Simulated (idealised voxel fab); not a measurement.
Herein follows the process module entitled voxel self aligned contacts.
Pictured: cross-section cut, 180 nm wide, on a grid of 5 nm square cells.
Throughout this document, each cross-section is represented as a grid of square cells and is presented as a sequence of bands enumerated from the top downward, where a band comprises one or more rows of cells.
Heights first: top, then bottom, in nm. Then materials, left to right, each with a width in nm. "throughout" on a single material: fills the band edge to edge. "air": empty space.
Zero point of the height axis is 0; under it, received wafer = one material. Lowest band: continues down indefinitely, "from 0 down".
A width such as "30 to 40" changes by the same amount from each row of cells to the next, from the band's top row to its bottom row.
It should be understood that the words "nothing different", when stated for a given step, signify that the cross-section underwent no change in any of its cells during that step.
Basically, "Closed cavity list" tells you about the enclosed voids: empty spaces with no open way to the top, 8 cells or bigger, each written width x height at distance, where distance is from the left edge, all in nm.
Read whatever lies past the settings on a step's line as the simulator's own remark about the step.
overlay nm: mask right of planned place by this much (step with mask). Neg. = left.
Intended process steps:
1. RECEIVE: material Si
2. OXIDIZE: depth nm 5
3. DIRECTIONAL_DEP: material polySi, thk nm 20
4. DIRECTIONAL_DEP: material SiN, thk nm 20
5. MASKED_ETCH: tone cover, mask id GATE, width nm 25, pitch nm 60, etch materials SiN, depth nm 20, overlay nm 0
6. MASKED_ETCH: tone cover, mask id GATE, width nm 25, pitch nm 60, etch materials polySi, depth nm 20, overlay nm 0
7. CONFORMAL_DEP: material SiN, thk nm 5
8. DIRECTIONAL_ETCH: etch materials SiN, depth nm 5
9. FILL_DEP: material SiO2, thk nm 15
10. CMP: height nm 45
11. PATTERN: tone open, mask id CONTACT, material resist, width nm 45, pitch nm 60, thk nm 15, overlay nm 0
12. DIRECTIONAL_ETCH: etch materials SiO2, depth nm 50
13. STRIP: etch materials resist
14. CONFORMAL_DEP: material TiN, thk nm 5
15. FILL_DEP: material Ru, thk nm 10
16. CMP: height nm 45
17. CONFORMAL_DEP: material SiCN, thk nm 5
Cross-section of the incoming wafer, state after step 1:
* from 0 down | Si throughout
* Closed cavity list: none
Look at the cross-section after the module: the wafer started out the way shown above and the plan was the one shown above, yet one mistake was made along the way:
* from 50 to 45 | SiCN throughout
* from 45 to 40 | 40 of SiO2, 10 of TiN, 15 of Ru, 15 of TiN, 20 of SiO2, 10 of TiN, 15 of Ru, 15 of TiN, 40 of SiO2
* from 40 to 20 | 10 of SiO2, 35 of SiN, 5 of TiN, 15 of Ru, 5 of TiN, 35 of SiN, 5 of TiN, 15 of Ru, 5 of TiN, 35 of SiN, 15 of SiO2
* from 20 to 0 | 10 of SiO2, 5 of SiN, 25 of polySi, 5 of SiN, 5 of TiN, 15 of Ru, 5 of TiN, 5 of SiN, 25 of polySi, 5 of SiN, 5 of TiN, 15 of Ru, 5 of TiN, 5 of SiN, 25 of polySi, 5 of SiN, 15 of SiO2
* from 0 to -5 | 45 of SiO2, 25 of TiN, 35 of SiO2, 25 of TiN, 50 of SiO2
* from -5 down | Si throughout
* Closed cavity list: none
Want to know what went wrong? in deviation from the planned setting, step 11 was conducted as PATTERN: tone open, mask id CONTACT, material resist, width nm 40, pitch nm 60, thk nm 15, overlay nm 0
